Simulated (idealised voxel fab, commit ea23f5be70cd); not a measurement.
This section sets out a process module, namely voxel air gaps.
Cross-sectional view cut (width: 230 nm; square cell size: 5 nm).
Each cross-section below is a grid of square cells, stated as bands in top-down order, with one or more rows of cells making up each band. This entry defines a band. It first specifies the height of the band's top and the height of its bottom in nm, and then specifies the band's materials from left to right, stating each material with its width in nm. The word "full width" identifies a single material that fills the band from edge to edge, while the word "blank" identifies empty space. Where do heights start? At 0: under that level the wafer as delivered is made of one material only. And the lowest band has no floor; it just carries on downward, as in "0 -> down". The notation "30->40" denotes a width that varies across the rows of cells in the band, beginning at the first number in the top row, finishing at the second number in the bottom row, and changing by an identical amount from each row to the next. Where a step carries "stayed the same", the cross-section came out of it unchanged, cell for cell. Entry "Voids, sealed" = empty spaces >= 8 cells with no open way to the top; each as width x height at distance, distance from left edge, all nm. What comes after the settings on a step's line is commentary from the simulator itself on that step. Steps that use a mask can have "overlay nm" on their line. It says how far the mask sat to the right of where it was meant to be. Negative means to the left.
These are the steps we planned for the process
1 RECEIVE,material Si
2 CONFORMAL_DEP,material SiO2,thk nm 10
3 CONFORMAL_DEP,material SiCN,thk nm 5
4 DIRECTIONAL_DEP,material SiO2,thk nm 35
5 PATTERN,tone open,mask id LINES,material resist,width nm 15,pitch nm 40,thk nm 20,overlay nm 0
6 DIRECTIONAL_ETCH,etch materials SiO2,depth nm 35
7 STRIP,etch materials resist
8 CONFORMAL_DEP,material TiN,thk nm 5
9 FILL_DEP,material W,thk nm 5
10 CMP,height nm 50
11 EPI,material Ru,thk nm 10
12 SELECTIVE_ETCH,etch materials SiO2,depth nm 45
13 CONFORMAL_DEP,material SiCN,thk nm 5
The value of width nm given for step 5 in the plan refers to the first wafer; the wafers vary in this setting and are alike at the start.
The first of several wafers, as received after step 1, seen in section
0 -> down: Si full width
Voids, sealed: none
The following table contains a row per wafer, in which are reported, at the conclusion of the module, the cells of each material gained (+) or lost (-) since the wafer's receipt, with its closed voids given thereafter
width nm 15, +42 Ru, +162 SiCN, +92 SiO2, +45 TiN, +18 W, Voids, sealed: 15 x 25 at 85; 15 x 25 at 125
width nm 20, +48 Ru, +118 SiCN, +148 SiO2, +48 TiN, +36 W, Voids, sealed: none
width nm 25, +50 Ru, +118 SiCN, +134 SiO2, +51 TiN, +54 W, Voids, sealed: none
